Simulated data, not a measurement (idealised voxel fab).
Herein follows the process module entitled voxel capacitor over wiring.
cross-section cut | 255 nm wide | cells 5 nm
Just so we're on the same page, the cross-sections are grids of square cells, and they're listed out in bands top to bottom, each band one or more rows deep.
Band: top height; bottom height; in nm. Then, left to right: material with width in nm, for each material. "everywhere": a single material spanning edge to edge. "empty": empty space.
Heads up on the height convention: 0 is the point under which the incoming wafer is all one material, and the lowest band has no bottom, it just keeps going down, like "0 down".
Width spec "30 to 40" -> top row of cells at first value, bottom row at second value, equal per-row change in between.
The cross-section has no changed cell in any step marked "no change occurred".
What "Sealed void listing" gives you is every empty space of 8 cells or more that is cut off from the top. Each appears as width x height at distance, with the distance taken from the left edge and width, height and distance all in nm.
Post-settings text on a step line: simulator's own remark regarding the step.
The optional step-line setting "overlay nm" applies to steps with a mask and quantifies how far to the right of its planned location the mask lay, a negative value indicating leftward placement.
[Planned process steps]
- 1: RECEIVE,material Si
- 2: CONFORMAL_DEP,material SiO2,thk nm 15
- 3: DIRECTIONAL_DEP,material TiN,thk nm 5
- 4: DIRECTIONAL_DEP,material W,thk nm 20
- 5: MASKED_ETCH,tone cover,mask id METAL_1,width nm 20,pitch nm 85,etch materials W,depth nm 20,overlay nm 0
- 6: MASKED_ETCH,tone cover,mask id METAL_1,width nm 20,pitch nm 85,etch materials TiN,depth nm 5,overlay nm 0
- 7: FILL_DEP,material lowk,thk nm 5
- 8: CMP,height nm 40
- 9: CONFORMAL_DEP,material SiCN,thk nm 5
- 10: DIRECTIONAL_DEP,material lowk,thk nm 10
- 11: DIRECTIONAL_DEP,material aC,thk nm 10
- 12: PATTERN,tone open,mask id PLUG_1,material resist,width nm 15,thk nm 30,overlay nm 0
- 13: DIRECTIONAL_ETCH,etch materials aC,depth nm 10
- 14: STRIP,etch materials resist
- 15: DIRECTIONAL_ETCH,etch materials lowk,depth nm 10
- 16: DIRECTIONAL_ETCH,etch materials SiCN,depth nm 5
- 17: STRIP,etch materials aC
- 18: EPI,material Ru,thk nm 10
- 19: EPI,material Ru,thk nm 5
- 20: DIRECTIONAL_DEP,material TiN,thk nm 10
- 21: DIRECTIONAL_DEP,material Al2O3,thk nm 5
- 22: DIRECTIONAL_DEP,material TiN,thk nm 5
- 23: DIRECTIONAL_DEP,material aC,thk nm 10
- 24: PATTERN,tone cover,mask id UPPER_PLATE,material resist,width nm 70,thk nm 25,overlay nm 0
- 25: DIRECTIONAL_ETCH,etch materials aC,depth nm 10
- 26: STRIP,etch materials resist
- 27: DIRECTIONAL_ETCH,etch materials TiN,depth nm 5
- 28: DIRECTIONAL_ETCH,etch materials Al2O3,depth nm 5
- 29: STRIP,etch materials aC
- 30: DIRECTIONAL_DEP,material aC,thk nm 15
- 31: PATTERN,tone cover,mask id LOWER_PLATE,material resist,width nm 80,thk nm 35,overlay nm 0
- 32: DIRECTIONAL_ETCH,etch materials aC,depth nm 15
- 33: STRIP,etch materials resist
- 34: DIRECTIONAL_ETCH,etch materials TiN,depth nm 10
- 35: STRIP,etch materials aC
- 36: FILL_DEP,material SiO2,thk nm 15
- 37: CMP,height nm 85
- 38: MASKED_ETCH,tone open,mask id PLUG_2,width nm 15,etch materials SiO2,depth nm 10,overlay nm 0
- 39: CONFORMAL_DEP,material TiN,thk nm 5
- 40: FILL_DEP,material W,thk nm 5
- 41: CMP,height nm 85
- 42: CONFORMAL_DEP,material SiN,thk nm 5
[first wafer, as planned]
[As-received wafer cross-section (after step 1)]
- 0 down  Si everywhere
- Sealed void listing: none
[Wafer section view after processing step 2]
- 15 to 0  SiO2 everywhere
- Anything lower than 0 is untouched.
[Wafer section view after processing step 3]
- 20 to 15  TiN everywhere
- Anything lower than 15 is untouched.
[Wafer section view after processing step 4]
- 40 to 20  W everywhere
- Anything lower than 20 is untouched.
[Wafer section view after processing step 5]
- 40 to 20  75 empty, then 20 W, then 65 empty, then 20 W, then 75 empty
- Anything lower than 20 is untouched.
[Wafer section view after processing step 6]
- 40 to 20  75 empty, then 20 W, then 65 empty, then 20 W, then 75 empty
- 20 to 15  75 empty, then 20 TiN, then 65 empty, then 20 TiN, then 75 empty
- Anything lower than 15 is untouched.
[Wafer section view after processing step 7]
- 45 to 40  lowk everywhere
- 40 to 20  75 lowk, then 20 W, then 65 lowk, then 20 W, then 75 lowk
- 20 to 15  75 lowk, then 20 TiN, then 65 lowk, then 20 TiN, then 75 lowk
- Anything lower than 15 is untouched.
[Wafer section view after processing step 8]
- 40 to 20  75 lowk, then 20 W, then 65 lowk, then 20 W, then 75 lowk
- Anything lower than 20 is untouched.
[Wafer section view after processing step 9]
- 45 to 40  SiCN everywhere
- Anything lower than 40 is untouched.
[Wafer section view after processing step 10]
- 55 to 45  lowk everywhere
- Anything lower than 45 is untouched.
[Wafer section view after processing step 11]
- 65 to 55  aC everywhere
- Anything lower than 55 is untouched.
[Wafer section view after processing step 12]
- 95 to 65  80 resist, then 15 empty, then 160 resist
- Anything lower than 65 is untouched.
[Wafer section view after processing step 13]
- 85 to 65  80 resist, then 15 empty, then 160 resist
- 65 to 55  80 aC, then 15 empty, then 160 aC
- Anything lower than 55 is untouched.
[Wafer section view after processing step 14]
- 65 to 55  80 aC, then 15 empty, then 160 aC
- Anything lower than 55 is untouched.
[Wafer section view after processing step 15]
- 65 to 55  80 aC, then 15 empty, then 160 aC
- 55 to 45  80 lowk, then 15 empty, then 160 lowk
- Anything lower than 45 is untouched.
[Wafer section view after processing step 16]
- 65 to 55  80 aC, then 15 empty, then 160 aC
- 55 to 45  80 lowk, then 15 empty, then 160 lowk
- 45 to 40  80 SiCN, then 15 empty, then 160 SiCN
- Anything lower than 40 is untouched.
[Wafer section view after processing step 17]
- 55 to 45  80 lowk, then 15 empty, then 160 lowk
- Anything lower than 45 is untouched.
[Wafer section view after processing step 18]
- 55 to 50  80 lowk, then 15 empty, then 160 lowk
- 50 to 45  80 lowk, then 15 Ru, then 160 lowk
- 45 to 40  80 SiCN, then 15 Ru, then 160 SiCN
- Anything lower than 40 is untouched.
[Wafer section view after processing step 19]
- 55 to 45  80 lowk, then 15 Ru, then 160 lowk
- Anything lower than 45 is untouched.
[Wafer section view after processing step 20]
- 65 to 55  TiN everywhere
- Anything lower than 55 is untouched.
[Wafer section view after processing step 21]
- 70 to 65  Al2O3 everywhere
- Anything lower than 65 is untouched.
[Wafer section view after processing step 22]
- 75 to 70  TiN everywhere
- Anything lower than 70 is untouched.
[Wafer section view after processing step 23]
- 85 to 75  aC everywhere
- Anything lower than 75 is untouched.
[Wafer section view after processing step 24]
- 110 to 85  80 empty, then 70 resist, then 105 empty
- Anything lower than 85 is untouched.
[Wafer section view after processing step 25]
- 100 to 85  80 empty, then 70 resist, then 105 empty
- 85 to 75  80 empty, then 70 aC, then 105 empty
- Anything lower than 75 is untouched.
[Wafer section view after processing step 26]
- 85 to 75  80 empty, then 70 aC, then 105 empty
- Anything lower than 75 is untouched.
[Wafer section view after processing step 27]
- 85 to 75  80 empty, then 70 aC, then 105 empty
- 75 to 70  80 empty, then 70 TiN, then 105 empty
- Anything lower than 70 is untouched.
[Wafer section view after processing step 28]
- 85 to 75  80 empty, then 70 aC, then 105 empty
- 75 to 70  80 empty, then 70 TiN, then 105 empty
- 70 to 65  80 empty, then 70 Al2O3, then 105 empty
- Anything lower than 65 is untouched.
[Wafer section view after processing step 29]
- 75 to 70  80 empty, then 70 TiN, then 105 empty
- Anything lower than 70 is untouched.
[Wafer section view after processing step 30]
- 90 to 80  80 empty, then 70 aC, then 105 empty
- 80 to 75  aC everywhere
- 75 to 70  80 aC, then 70 TiN, then 105 aC
- 70 to 65  80 aC, then 70 Al2O3, then 105 aC
- Anything lower than 65 is untouched.
[Wafer section view after processing step 31]
- 125 to 90  75 empty, then 80 resist, then 100 empty
- 90 to 80  75 empty, then 5 resist, then 70 aC, then 5 resist, then 100 empty
- Anything lower than 80 is untouched.
[Wafer section view after processing step 32]
- 110 to 90  75 empty, then 80 resist, then 100 empty
- 90 to 80  75 empty, then 5 resist, then 70 aC, then 5 resist, then 100 empty
- 80 to 75  75 empty, then 80 aC, then 100 empty
- 75 to 70  75 empty, then 5 aC, then 70 TiN, then 5 aC, then 100 empty
- 70 to 65  75 empty, then 5 aC, then 70 Al2O3, then 5 aC, then 100 empty
- Anything lower than 65 is untouched.
[Wafer section view after processing step 33]
- 90 to 80  80 empty, then 70 aC, then 105 empty
- Anything lower than 80 is untouched.
[Wafer section view after processing step 34]
- 90 to 80  80 empty, then 70 aC, then 105 empty
- 80 to 75  75 empty, then 80 aC, then 100 empty
- 75 to 70  75 empty, then 5 aC, then 70 TiN, then 5 aC, then 100 empty
- 70 to 65  75 empty, then 5 aC, then 70 Al2O3, then 5 aC, then 100 empty
- 65 to 55  75 empty, then 80 TiN, then 100 empty
- Anything lower than 55 is untouched.
[Wafer section view after processing step 35]
- 75 to 70  80 empty, then 70 TiN, then 105 empty
- 70 to 65  80 empty, then 70 Al2O3, then 105 empty
- Anything lower than 65 is untouched.
[Wafer section view after processing step 36]
- 90 to 75  SiO2 everywhere
- 75 to 70  80 SiO2, then 70 TiN, then 105 SiO2
- 70 to 65  80 SiO2, then 70 Al2O3, then 105 SiO2
- 65 to 55  75 SiO2, then 80 TiN, then 100 SiO2
- Anything lower than 55 is untouched.
[Wafer section view after processing step 37]
- 85 to 75  SiO2 everywhere
- Anything lower than 75 is untouched.
[Wafer section view after processing step 38]
- 85 to 75  90 SiO2, then 15 empty, then 150 SiO2
- Anything lower than 75 is untouched.
[Wafer section view after processing step 39]
- 90 to 85  95 TiN, then 5 empty, then 155 TiN
- 85 to 80  90 SiO2, then 5 TiN, then 5 empty, then 5 TiN, then 150 SiO2
- 80 to 70  90 to 80 SiO2, then 15 to 70 TiN, then 150 to 105 SiO2
- Anything lower than 70 is untouched.
[Wafer section view after processing step 40]
- 95 to 90  W everywhere
- 90 to 85  95 TiN, then 5 W, then 155 TiN
- 85 to 80  90 SiO2, then 5 TiN, then 5 W, then 5 TiN, then 150 SiO2
- Anything lower than 80 is untouched.
[Wafer section view after processing step 41]
- 85 to 80  90 SiO2, then 5 TiN, then 5 W, then 5 TiN, then 150 SiO2
- Anything lower than 80 is untouched.
[Wafer section view after processing step 42]
- 90 to 85  SiN everywhere
- Anything lower than 85 is untouched.
[Companion wafer, the second of two: same beginning, same intended sequence, one mistake in carrying it out; through step 2 inclusive it tracks the first exactly]
[Look at the second wafer in cross-section at the time step 3 ought to have finished]
- 35 to 15  W everywhere
- Anything lower than 15 is untouched.
[Look at the second wafer in cross-section at the time step 4 ought to have finished]
- 40 to 35  TiN everywhere
- Anything lower than 35 is untouched.
Look at the second wafer in cross-section at the time step 5 ought to have finished: no change occurred
[Look at the second wafer in cross-section at the time step 6 ought to have finished]
- 40 to 35  75 empty, then 20 TiN, then 65 empty, then 20 TiN, then 75 empty
- Anything lower than 35 is untouched.
[Look at the second wafer in cross-section at the time step 7 ought to have finished]
- 45 to 40  lowk everywhere
- 40 to 35  75 lowk, then 20 TiN, then 65 lowk, then 20 TiN, then 75 lowk
- Anything lower than 35 is untouched.
[Look at the second wafer in cross-section at the time step 8 ought to have finished]
- 40 to 35  75 lowk, then 20 TiN, then 65 lowk, then 20 TiN, then 75 lowk
- Anything lower than 35 is untouched.
[Look at the second wafer in cross-section at the time step 9 ought to have finished]
- 45 to 40  SiCN everywhere
- Anything lower than 40 is untouched.
[Look at the second wafer in cross-section at the time step 10 ought to have finished]
- 55 to 45  lowk everywhere
- Anything lower than 45 is untouched.
[Look at the second wafer in cross-section at the time step 11 ought to have finished]
- 65 to 55  aC everywhere
- Anything lower than 55 is untouched.
[Look at the second wafer in cross-section at the time step 12 ought to have finished]
- 95 to 65  80 resist, then 15 empty, then 160 resist
- Anything lower than 65 is untouched.
[Look at the second wafer in cross-section at the time step 13 ought to have finished]
- 85 to 65  80 resist, then 15 empty, then 160 resist
- 65 to 55  80 aC, then 15 empty, then 160 aC
- Anything lower than 55 is untouched.
[Look at the second wafer in cross-section at the time step 14 ought to have finished]
- 65 to 55  80 aC, then 15 empty, then 160 aC
- Anything lower than 55 is untouched.
[Look at the second wafer in cross-section at the time step 15 ought to have finished]
- 65 to 55  80 aC, then 15 empty, then 160 aC
- 55 to 45  80 lowk, then 15 empty, then 160 lowk
- Anything lower than 45 is untouched.
[Look at the second wafer in cross-section at the time step 16 ought to have finished]
- 65 to 55  80 aC, then 15 empty, then 160 aC
- 55 to 45  80 lowk, then 15 empty, then 160 lowk
- 45 to 40  80 SiCN, then 15 empty, then 160 SiCN
- Anything lower than 40 is untouched.
[Look at the second wafer in cross-section at the time step 17 ought to have finished]
- 55 to 45  80 lowk, then 15 empty, then 160 lowk
- Anything lower than 45 is untouched.
[Look at the second wafer in cross-section at the time step 18 ought to have finished]
- 55 to 50  80 lowk, then 15 empty, then 160 lowk
- 50 to 45  80 lowk, then 15 Ru, then 160 lowk
- 45 to 40  80 SiCN, then 15 Ru, then 160 SiCN
- Anything lower than 40 is untouched.
[Look at the second wafer in cross-section at the time step 19 ought to have finished]
- 55 to 45  80 lowk, then 15 Ru, then 160 lowk
- Anything lower than 45 is untouched.
[Look at the second wafer in cross-section at the time step 20 ought to have finished]
- 65 to 55  TiN everywhere
- Anything lower than 55 is untouched.
[Look at the second wafer in cross-section at the time step 21 ought to have finished]
- 70 to 65  Al2O3 everywhere
- Anything lower than 65 is untouched.
[Look at the second wafer in cross-section at the time step 22 ought to have finished]
- 75 to 70  TiN everywhere
- Anything lower than 70 is untouched.
[Look at the second wafer in cross-section at the time step 23 ought to have finished]
- 85 to 75  aC everywhere
- Anything lower than 75 is untouched.
[Look at the second wafer in cross-section at the time step 24 ought to have finished]
- 110 to 85  80 empty, then 70 resist, then 105 empty
- Anything lower than 85 is untouched.
[Look at the second wafer in cross-section at the time step 25 ought to have finished]
- 100 to 85  80 empty, then 70 resist, then 105 empty
- 85 to 75  80 empty, then 70 aC, then 105 empty
- Anything lower than 75 is untouched.
[Look at the second wafer in cross-section at the time step 26 ought to have finished]
- 85 to 75  80 empty, then 70 aC, then 105 empty
- Anything lower than 75 is untouched.
[Look at the second wafer in cross-section at the time step 27 ought to have finished]
- 85 to 75  80 empty, then 70 aC, then 105 empty
- 75 to 70  80 empty, then 70 TiN, then 105 empty
- Anything lower than 70 is untouched.
[Look at the second wafer in cross-section at the time step 28 ought to have finished]
- 85 to 75  80 empty, then 70 aC, then 105 empty
- 75 to 70  80 empty, then 70 TiN, then 105 empty
- 70 to 65  80 empty, then 70 Al2O3, then 105 empty
- Anything lower than 65 is untouched.
[Look at the second wafer in cross-section at the time step 29 ought to have finished]
- 75 to 70  80 empty, then 70 TiN, then 105 empty
- Anything lower than 70 is untouched.
[Look at the second wafer in cross-section at the time step 30 ought to have finished]
- 90 to 80  80 empty, then 70 aC, then 105 empty
- 80 to 75  aC everywhere
- 75 to 70  80 aC, then 70 TiN, then 105 aC
- 70 to 65  80 aC, then 70 Al2O3, then 105 aC
- Anything lower than 65 is untouched.
[Look at the second wafer in cross-section at the time step 31 ought to have finished]
- 125 to 90  75 empty, then 80 resist, then 100 empty
- 90 to 80  75 empty, then 5 resist, then 70 aC, then 5 resist, then 100 empty
- Anything lower than 80 is untouched.
[Look at the second wafer in cross-section at the time step 32 ought to have finished]
- 110 to 90  75 empty, then 80 resist, then 100 empty
- 90 to 80  75 empty, then 5 resist, then 70 aC, then 5 resist, then 100 empty
- 80 to 75  75 empty, then 80 aC, then 100 empty
- 75 to 70  75 empty, then 5 aC, then 70 TiN, then 5 aC, then 100 empty
- 70 to 65  75 empty, then 5 aC, then 70 Al2O3, then 5 aC, then 100 empty
- Anything lower than 65 is untouched.
[Look at the second wafer in cross-section at the time step 33 ought to have finished]
- 90 to 80  80 empty, then 70 aC, then 105 empty
- Anything lower than 80 is untouched.
[Look at the second wafer in cross-section at the time step 34 ought to have finished]
- 90 to 80  80 empty, then 70 aC, then 105 empty
- 80 to 75  75 empty, then 80 aC, then 100 empty
- 75 to 70  75 empty, then 5 aC, then 70 TiN, then 5 aC, then 100 empty
- 70 to 65  75 empty, then 5 aC, then 70 Al2O3, then 5 aC, then 100 empty
- 65 to 55  75 empty, then 80 TiN, then 100 empty
- Anything lower than 55 is untouched.
[Look at the second wafer in cross-section at the time step 35 ought to have finished]
- 75 to 70  80 empty, then 70 TiN, then 105 empty
- 70 to 65  80 empty, then 70 Al2O3, then 105 empty
- Anything lower than 65 is untouched.
[Look at the second wafer in cross-section at the time step 36 ought to have finished]
- 90 to 75  SiO2 everywhere
- 75 to 70  80 SiO2, then 70 TiN, then 105 SiO2
- 70 to 65  80 SiO2, then 70 Al2O3, then 105 SiO2
- 65 to 55  75 SiO2, then 80 TiN, then 100 SiO2
- Anything lower than 55 is untouched.
[Look at the second wafer in cross-section at the time step 37 ought to have finished]
- 85 to 75  SiO2 everywhere
- Anything lower than 75 is untouched.
[Look at the second wafer in cross-section at the time step 38 ought to have finished]
- 85 to 75  90 SiO2, then 15 empty, then 150 SiO2
- Anything lower than 75 is untouched.
[Look at the second wafer in cross-section at the time step 39 ought to have finished]
- 90 to 85  95 TiN, then 5 empty, then 155 TiN
- 85 to 80  90 SiO2, then 5 TiN, then 5 empty, then 5 TiN, then 150 SiO2
- 80 to 70  90 to 80 SiO2, then 15 to 70 TiN, then 150 to 105 SiO2
- Anything lower than 70 is untouched.
[Look at the second wafer in cross-section at the time step 40 ought to have finished]
- 95 to 90  W everywhere
- 90 to 85  95 TiN, then 5 W, then 155 TiN
- 85 to 80  90 SiO2, then 5 TiN, then 5 W, then 5 TiN, then 150 SiO2
- Anything lower than 80 is untouched.
[Look at the second wafer in cross-section at the time step 41 ought to have finished]
- 85 to 80  90 SiO2, then 5 TiN, then 5 W, then 5 TiN, then 150 SiO2
- Anything lower than 80 is untouched.
[Look at the second wafer in cross-section at the time step 42 ought to have finished]
- 90 to 85  SiN everywhere
- Anything lower than 85 is untouched.
Heads up, the wafer didn't run the way we planned it: deviation from plan: step 4 and step 3 executed in one another's positions
Upon completion, the second wafer contains, in terms of cells, a greater or smaller amount of certain materials than the first wafer: W: 172 more; lowk: 172 fewer
